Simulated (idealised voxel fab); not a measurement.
This section sets out a process module, namely voxel capacitor over wiring.
This is section cut - it's 150 nm across, gridded in 5 nm square cells.
A cross-section is a grid of square cells, given in bands from the top down. A band is one or more rows of cells.
The entry gives the band's vertical extent as a top height and a bottom height in nm, then its horizontal make-up as materials from left to right, each with a width in nm. "air" stands for empty space; a single material marked "edge to edge" fills the band edge to edge.
A quick word on heights: they are counted from 0, and under that level the wafer as it came to us is one material throughout. The lowest band is different from the rest in having no bottom; it simply continues downward, written as in "0 down".
Width "30..40": first value at the band's top row of cells, second value at its bottom row, equal change from row to row.
You'll sometimes find "no change" written for a step, and that's the way of saying that nowhere in the cross-section did a cell change during that step.
"Voids lacking openings": sealed empty spaces, 8 cells or more, no open way to top, listed width x height at distance, with distance from the left edge and width, height and distance in nm.
The remark found on a step's line after its settings is issued by the simulator itself and pertains to that step.
overlay nm: mask offset rightward from planned place, masked step; negative means leftward offset.
## plan
| 1 | RECEIVE (material Si) |
| 2 | CONFORMAL_DEP (material SiO2; thk nm 10) |
| 3 | DIRECTIONAL_DEP (material TiN; thk nm 5) |
| 4 | DIRECTIONAL_DEP (material W; thk nm 15) |
| 5 | MASKED_ETCH (tone cover; mask id METAL_1; width nm 30; pitch nm 90; etch materials W; depth nm 15; overlay nm 0) |
| 6 | MASKED_ETCH (tone cover; mask id METAL_1; width nm 30; pitch nm 90; etch materials TiN; depth nm 5; overlay nm 0) |
| 7 | CONFORMAL_DEP (material SiCN; thk nm 5) |
| 8 | FILL_DEP (material lowk; thk nm 5) |
| 9 | CMP (height nm 30) |
| 10 | CONFORMAL_DEP (material SiCN; thk nm 5) |
| 11 | DIRECTIONAL_DEP (material lowk; thk nm 15) |
| 12 | MASKED_ETCH (tone open; mask id PLUG_1; width nm 15; etch materials lowk; depth nm 15; overlay nm 0) |
| 13 | MASKED_ETCH (tone open; mask id PLUG_1; width nm 15; etch materials SiCN; depth nm 5; overlay nm 0) |
| 14 | EPI (material Ru; thk nm 10) |
| 15 | EPI (material Ru; thk nm 10) |
| 16 | DIRECTIONAL_DEP (material TiN; thk nm 10) |
| 17 | DIRECTIONAL_DEP (material SiN; thk nm 5) |
| 18 | DIRECTIONAL_DEP (material TiN; thk nm 10) |
| 19 | DIRECTIONAL_DEP (material aC; thk nm 15) |
| 20 | PATTERN (tone cover; mask id UPPER_PLATE; material resist; width nm 65; thk nm 35; overlay nm 0) |
| 21 | DIRECTIONAL_ETCH (etch materials aC; depth nm 15) |
| 22 | STRIP (etch materials resist) |
| 23 | DIRECTIONAL_ETCH (etch materials TiN; depth nm 10) |
| 24 | DIRECTIONAL_ETCH (etch materials SiN; depth nm 5) |
| 25 | STRIP (etch materials aC) |
| 26 | DIRECTIONAL_DEP (material aC; thk nm 15) |
| 27 | PATTERN (tone cover; mask id LOWER_PLATE; material resist; width nm 75; thk nm 35; overlay nm 0) |
| 28 | DIRECTIONAL_ETCH (etch materials aC; depth nm 15) |
| 29 | STRIP (etch materials resist) |
| 30 | DIRECTIONAL_ETCH (etch materials TiN; depth nm 10) |
| 31 | STRIP (etch materials aC) |
| 32 | FILL_DEP (material SiO2; thk nm 15) |
| 33 | CMP (height nm 85) |
| 34 | PATTERN (tone open; mask id PLUG_2; material resist; width nm 15; thk nm 20; overlay nm 0) |
| 35 | DIRECTIONAL_ETCH (etch materials SiO2; depth nm 10) |
| 36 | STRIP (etch materials resist) |
| 37 | CONFORMAL_DEP (material TiN; thk nm 5) |
| 38 | FILL_DEP (material Cu; thk nm 10) |
| 39 | CMP (height nm 85) |
| 40 | CONFORMAL_DEP (material SiCN; thk nm 5) |
## So, the first of our two wafers, run just as we planned it
## Incoming wafer, cross-sectional view, post step 1
0 down | Si edge to edge
Voids lacking openings: none
## After step 2: wafer cross-section
10 to 0 | SiO2 edge to edge
Anything lower than 0 is untouched.
## After step 3: wafer cross-section
15 to 10 | TiN edge to edge
Anything lower than 10 is untouched.
## After step 4: wafer cross-section
30 to 15 | W edge to edge
Anything lower than 15 is untouched.
## After step 5: wafer cross-section
30 to 15 | air 15; W 30; air 60; W 30; air 15
Anything lower than 15 is untouched.
## After step 6: wafer cross-section
30 to 15 | air 15; W 30; air 60; W 30; air 15
15 to 10 | air 15; TiN 30; air 60; TiN 30; air 15
Anything lower than 10 is untouched.
## After step 7: wafer cross-section
35 to 30 | air 10; SiCN 40; air 50; SiCN 40; air 10
30 to 15 | air 10; SiCN 5; W 30; SiCN 5; air 50; SiCN 5; W 30; SiCN 5; air 10
15 to 10 | SiCN 15; TiN 30; SiCN 60; TiN 30; SiCN 15
Anything lower than 10 is untouched.
## After step 8: wafer cross-section
40 to 35 | lowk edge to edge
35 to 30 | lowk 10; SiCN 40; lowk 50; SiCN 40; lowk 10
30 to 15 | lowk 10; SiCN 5; W 30; SiCN 5; lowk 50; SiCN 5; W 30; SiCN 5; lowk 10
Anything lower than 15 is untouched.
## After step 9: wafer cross-section
30 to 15 | lowk 10; SiCN 5; W 30; SiCN 5; lowk 50; SiCN 5; W 30; SiCN 5; lowk 10
Anything lower than 15 is untouched.
## After step 10: wafer cross-section
35 to 30 | SiCN edge to edge
Anything lower than 30 is untouched.
## After step 11: wafer cross-section
50 to 35 | lowk edge to edge
Anything lower than 35 is untouched.
## After step 12: wafer cross-section
50 to 35 | lowk 30; air 15; lowk 105
Anything lower than 35 is untouched.
## After step 13: wafer cross-section
50 to 35 | lowk 30; air 15; lowk 105
35 to 30 | SiCN 30; air 15; SiCN 105
Anything lower than 30 is untouched.
## After step 14: wafer cross-section
50 to 40 | lowk 30; air 15; lowk 105
40 to 35 | lowk 30; Ru 15; lowk 105
35 to 30 | SiCN 30; Ru 15; SiCN 105
Anything lower than 30 is untouched.
## After step 15: wafer cross-section
50 to 35 | lowk 30; Ru 15; lowk 105
Anything lower than 35 is untouched.
## After step 16: wafer cross-section
60 to 50 | TiN edge to edge
Anything lower than 50 is untouched.
## After step 17: wafer cross-section
65 to 60 | SiN edge to edge
Anything lower than 60 is untouched.
## After step 18: wafer cross-section
75 to 65 | TiN edge to edge
Anything lower than 65 is untouched.
## After step 19: wafer cross-section
90 to 75 | aC edge to edge
Anything lower than 75 is untouched.
## After step 20: wafer cross-section
125 to 90 | air 30; resist 65; air 55
Anything lower than 90 is untouched.
## After step 21: wafer cross-section
110 to 90 | air 30; resist 65; air 55
90 to 75 | air 30; aC 65; air 55
Anything lower than 75 is untouched.
## After step 22: wafer cross-section
90 to 75 | air 30; aC 65; air 55
Anything lower than 75 is untouched.
## After step 23: wafer cross-section
90 to 75 | air 30; aC 65; air 55
75 to 65 | air 30; TiN 65; air 55
Anything lower than 65 is untouched.
## After step 24: wafer cross-section
90 to 75 | air 30; aC 65; air 55
75 to 65 | air 30; TiN 65; air 55
65 to 60 | air 30; SiN 65; air 55
Anything lower than 60 is untouched.
## After step 25: wafer cross-section
75 to 65 | air 30; TiN 65; air 55
Anything lower than 65 is untouched.
## After step 26: wafer cross-section
90 to 75 | air 30; aC 65; air 55
75 to 65 | aC 30; TiN 65; aC 55
65 to 60 | aC 30; SiN 65; aC 55
Anything lower than 60 is untouched.
## After step 27: wafer cross-section
125 to 90 | air 25; resist 75; air 50
90 to 75 | air 25; resist 5; aC 65; resist 5; air 50
Anything lower than 75 is untouched.
## After step 28: wafer cross-section
110 to 90 | air 25; resist 75; air 50
90 to 75 | air 25; resist 5; aC 65; resist 5; air 50
75 to 65 | air 25; aC 5; TiN 65; aC 5; air 50
65 to 60 | air 25; aC 5; SiN 65; aC 5; air 50
Anything lower than 60 is untouched.
## After step 29: wafer cross-section
90 to 75 | air 30; aC 65; air 55
Anything lower than 75 is untouched.
## After step 30: wafer cross-section
90 to 75 | air 30; aC 65; air 55
75 to 65 | air 25; aC 5; TiN 65; aC 5; air 50
65 to 60 | air 25; aC 5; SiN 65; aC 5; air 50
60 to 50 | air 25; TiN 75; air 50
Anything lower than 50 is untouched.
## After step 31: wafer cross-section
75 to 65 | air 30; TiN 65; air 55
65 to 60 | air 30; SiN 65; air 55
Anything lower than 60 is untouched.
## After step 32: wafer cross-section
90 to 75 | SiO2 edge to edge
75 to 65 | SiO2 30; TiN 65; SiO2 55
65 to 60 | SiO2 30; SiN 65; SiO2 55
60 to 50 | SiO2 25; TiN 75; SiO2 50
Anything lower than 50 is untouched.
## After step 33: wafer cross-section
85 to 75 | SiO2 edge to edge
Anything lower than 75 is untouched.
## After step 34: wafer cross-section
105 to 85 | resist 40; air 15; resist 95
Anything lower than 85 is untouched.
## After step 35: wafer cross-section
105 to 85 | resist 40; air 15; resist 95
85 to 75 | SiO2 40; air 15; SiO2 95
Anything lower than 75 is untouched.
## After step 36: wafer cross-section
85 to 75 | SiO2 40; air 15; SiO2 95
Anything lower than 75 is untouched.
## After step 37: wafer cross-section
90 to 85 | TiN 45; air 5; TiN 100
85 to 80 | SiO2 40; TiN 5; air 5; TiN 5; SiO2 95
80 to 75 | SiO2 40; TiN 15; SiO2 95
Anything lower than 75 is untouched.
## After step 38: wafer cross-section
100 to 90 | Cu edge to edge
90 to 85 | TiN 45; Cu 5; TiN 100
85 to 80 | SiO2 40; TiN 5; Cu 5; TiN 5; SiO2 95
Anything lower than 80 is untouched.
## After step 39: wafer cross-section
85 to 80 | SiO2 40; TiN 5; Cu 5; TiN 5; SiO2 95
Anything lower than 80 is untouched.
## After step 40: wafer cross-section
90 to 85 | SiCN edge to edge
Anything lower than 85 is untouched.
## Okay, second wafer. Nothing different at the start, nothing different in the plan, just one mistake somewhere in the running. As far as step 14, counting that step, it's the first wafer all over again
## Cross-section of the second wafer corresponding to the planned conclusion of step 15
60 to 50 | TiN 30; air 15; TiN 105
50 to 40 | lowk 30; TiN 15; lowk 105
Anything lower than 40 is untouched.
## Cross-section of the second wafer corresponding to the planned conclusion of step 16
70 to 60 | Ru edge to edge
60 to 50 | TiN 30; Ru 15; TiN 105
Anything lower than 50 is untouched.
## Cross-section of the second wafer corresponding to the planned conclusion of step 17
75 to 70 | SiN edge to edge
Anything lower than 70 is untouched.
## Cross-section of the second wafer corresponding to the planned conclusion of step 18
85 to 75 | TiN edge to edge
Anything lower than 75 is untouched.
## Cross-section of the second wafer corresponding to the planned conclusion of step 19
100 to 85 | aC edge to edge
Anything lower than 85 is untouched.
## Cross-section of the second wafer corresponding to the planned conclusion of step 20
135 to 100 | air 30; resist 65; air 55
Anything lower than 100 is untouched.
## Cross-section of the second wafer corresponding to the planned conclusion of step 21
120 to 100 | air 30; resist 65; air 55
100 to 85 | air 30; aC 65; air 55
Anything lower than 85 is untouched.
## Cross-section of the second wafer corresponding to the planned conclusion of step 22
100 to 85 | air 30; aC 65; air 55
Anything lower than 85 is untouched.
## Cross-section of the second wafer corresponding to the planned conclusion of step 23
100 to 85 | air 30; aC 65; air 55
85 to 75 | air 30; TiN 65; air 55
Anything lower than 75 is untouched.
## Cross-section of the second wafer corresponding to the planned conclusion of step 24
100 to 85 | air 30; aC 65; air 55
85 to 75 | air 30; TiN 65; air 55
75 to 70 | air 30; SiN 65; air 55
Anything lower than 70 is untouched.
## Cross-section of the second wafer corresponding to the planned conclusion of step 25
85 to 75 | air 30; TiN 65; air 55
Anything lower than 75 is untouched.
## Cross-section of the second wafer corresponding to the planned conclusion of step 26
100 to 85 | air 30; aC 65; air 55
85 to 75 | aC 30; TiN 65; aC 55
75 to 70 | aC 30; SiN 65; aC 55
Anything lower than 70 is untouched.
## Cross-section of the second wafer corresponding to the planned conclusion of step 27
135 to 100 | air 25; resist 75; air 50
100 to 85 | air 25; resist 5; aC 65; resist 5; air 50
Anything lower than 85 is untouched.
## Cross-section of the second wafer corresponding to the planned conclusion of step 28
120 to 100 | air 25; resist 75; air 50
100 to 85 | air 25; resist 5; aC 65; resist 5; air 50
85 to 75 | air 25; aC 5; TiN 65; aC 5; air 50
75 to 70 | air 25; aC 5; SiN 65; aC 5; air 50
Anything lower than 70 is untouched.
## Cross-section of the second wafer corresponding to the planned conclusion of step 29
100 to 85 | air 30; aC 65; air 55
Anything lower than 85 is untouched.
Cross-section of the second wafer corresponding to the planned conclusion of step 30: no change
## Cross-section of the second wafer corresponding to the planned conclusion of step 31
85 to 75 | air 30; TiN 65; air 55
75 to 70 | air 30; SiN 65; air 55
Anything lower than 70 is untouched.
## Cross-section of the second wafer corresponding to the planned conclusion of step 32
100 to 85 | SiO2 edge to edge
85 to 75 | SiO2 30; TiN 65; SiO2 55
75 to 70 | SiO2 30; SiN 65; SiO2 55
Anything lower than 70 is untouched.
## Cross-section of the second wafer corresponding to the planned conclusion of step 33
85 to 75 | SiO2 30; TiN 65; SiO2 55
Anything lower than 75 is untouched.
## Cross-section of the second wafer corresponding to the planned conclusion of step 34
105 to 85 | resist 40; air 15; resist 95
Anything lower than 85 is untouched.
Cross-section of the second wafer corresponding to the planned conclusion of step 35: no change
## Cross-section of the second wafer corresponding to the planned conclusion of step 36
85 to 75 | SiO2 30; TiN 65; SiO2 55
Anything lower than 75 is untouched.
## Cross-section of the second wafer corresponding to the planned conclusion of step 37
90 to 85 | TiN edge to edge
Anything lower than 85 is untouched.
## Cross-section of the second wafer corresponding to the planned conclusion of step 38
100 to 90 | Cu edge to edge
Anything lower than 90 is untouched.
## Cross-section of the second wafer corresponding to the planned conclusion of step 39
85 to 75 | SiO2 30; TiN 65; SiO2 55
Anything lower than 75 is untouched.
## Cross-section of the second wafer corresponding to the planned conclusion of step 40
90 to 85 | SiCN edge to edge
Anything lower than 85 is untouched.
In executing the process, a mistake was made relative to the plan: steps 15 and 16 got flipped, so each one ran where the other should have
Looking at both finished wafers in cells, the second ends up ahead of or behind the first on some materials: Cu: 1 fewer, Ru: 60 more, SiO2: 84 fewer, TiN: 25 more
